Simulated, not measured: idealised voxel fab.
process module | voxel trench capacitor
cross-section cut | 185 nm wide | cells 5 nm
A cross-section is a grid of square cells, given in bands from the top down. A band is one or more rows of cells.
Each band's line starts with the height of the band's top and of its bottom, in nm. Then come its materials from left to right, each with its width in nm. One material with "throughout" fills the band from edge to edge. "air" is empty space.
Height 0 is the level under which the wafer as received is all one material. The lowest band goes on downwards, as in "0 down".
A width such as "30 to 40" changes by the same amount from each row of cells to the next, from the band's top row to its bottom row.
"no change" after a step means that no cell of the cross-section changed.
closed voids: empty space of 8 cells or more with no open way to the top, each as width x height at its distance from the left edge, in nm
after a step's settings: what the simulator itself notes on the step
overlay nm, on a step with a mask: how far to the right of its planned place the mask lay; to the left if negative
plan
1 op RECEIVE | material Si
2 op CONFORMAL_DEP | material SiN | thk nm 5
3 op PATTERN | tone open | mask id TRENCH | material resist | width nm 30 | pitch nm 50 | thk nm 20 | overlay nm 0
4 op DIRECTIONAL_ETCH | etch materials SiN | depth nm 5
5 op DIRECTIONAL_ETCH | etch materials Si | depth nm 25
6 op STRIP | etch materials resist
7 op CONFORMAL_DEP | material Al2O3 | thk nm 5
8 op CONFORMAL_DEP | material TiN | thk nm 5
9 op FILL_DEP | material W | thk nm 10
10 op CMP | height nm 5
as received, after step 1
  0 down: Si throughout
  closed voids: none
a wafer at the end: this start, this plan, one mistake
  5 to 0: SiN 25 | Al2O3 5 | TiN 5 | W 10 | TiN 5 | Al2O3 5 | SiN 20 | Al2O3 5 | TiN 5 | W 10 | TiN 5 | Al2O3 5 | SiN 20 | Al2O3 5 | TiN 5 | W 10 | TiN 5 | Al2O3 5 | SiN 30
  0 to -25: Si 25 | Al2O3 5 | TiN 5 | W 10 | TiN 5 | Al2O3 5 | Si 20 | Al2O3 5 | TiN 5 | W 10 | TiN 5 | Al2O3 5 | Si 20 | Al2O3 5 | TiN 5 | W 10 | TiN 5 | Al2O3 5 | Si 30
  -25 to -30: Si 25 | Al2O3 5 | TiN 20 | Al2O3 5 | Si 20 | Al2O3 5 | TiN 20 | Al2O3 5 | Si 20 | Al2O3 5 | TiN 20 | Al2O3 5 | Si 30
  -30 to -35: Si 25 | Al2O3 30 | Si 20 | Al2O3 30 | Si 20 | Al2O3 30 | Si 30
  -35 down: Si throughout
  closed voids: none
what went wrong: step 5 ran as: op DIRECTIONAL_ETCH | etch materials Si | depth nm 35
